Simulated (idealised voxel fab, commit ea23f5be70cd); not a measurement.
process module | voxel ribs on slabs
cross-section cut | 150 nm wide | cells 5 nm
A cross-section is a grid of square cells, given in bands from the top down. A band is one or more rows of cells.
Each band's line starts with the height of the band's top and of its bottom, in nm. Then come its materials from left to right, each with its width in nm. One material with "throughout" fills the band from edge to edge. "air" is empty space.
Height 0 is the level under which the wafer as received is all one material. The lowest band goes on downwards, as in "0 down".
A width such as "30 to 40" changes by the same amount from each row of cells to the next, from the band's top row to its bottom row.
"no change" after a step means that no cell of the cross-section changed.
closed voids: empty space of 8 cells or more with no open way to the top, each as width x height at its distance from the left edge, in nm
after a step's settings: what the simulator itself notes on the step
overlay nm, on a step with a mask: how far to the right of its planned place the mask lay; to the left if negative
plan
1 op RECEIVE | material Si
2 op DIRECTIONAL_DEP | material SiO2 | thk nm 30
3 op DIRECTIONAL_DEP | material polySi | thk nm 20
4 op DIRECTIONAL_DEP | material aC | thk nm 15
5 op PATTERN | tone cover | mask id RIB | material resist | width nm 30 | thk nm 30 | overlay nm 0
6 op DIRECTIONAL_ETCH | etch materials aC | depth nm 15
7 op STRIP | etch materials resist
8 op DIRECTIONAL_ETCH | etch materials polySi | depth nm 15
9 op STRIP | etch materials aC
10 op DIRECTIONAL_DEP | material aC | thk nm 10
11 op PATTERN | tone cover | mask id SLAB | material resist | width nm 90 | thk nm 25 | overlay nm 0
12 op DIRECTIONAL_ETCH | etch materials aC | depth nm 10
13 op STRIP | etch materials resist
14 op DIRECTIONAL_ETCH | etch materials polySi | depth nm 5
15 op STRIP | etch materials aC
16 op FILL_DEP | material SiO2 | thk nm 25
17 op CMP | height nm 65
18 op DIRECTIONAL_DEP | material W | thk nm 5
19 op PATTERN | tone cover | mask id HEATER | material resist | width nm 40 | thk nm 15 | overlay nm 0
20 op DIRECTIONAL_ETCH | etch materials W | depth nm 5
21 op STRIP | etch materials resist
22 op CONFORMAL_DEP | material SiN | thk nm 10
as received, after step 1
  0 down: Si throughout
  closed voids: none
a wafer at the end: this start, this plan, one mistake
  80 to 75: air 50 | SiN 60 | air 40
  75 to 70: SiN throughout
  70 to 65: SiN 60 | W 40 | SiN 50
  65 to 50: SiO2 throughout
  50 to 35: SiO2 60 | polySi 30 | SiO2 60
  35 to 30: SiO2 30 | polySi 90 | SiO2 30
  30 to 0: SiO2 throughout
  0 down: Si throughout
  closed voids: none
what went wrong: step 19 ran as: op PATTERN | tone cover | mask id HEATER | material resist | width nm 40 | thk nm 15 | overlay nm 5
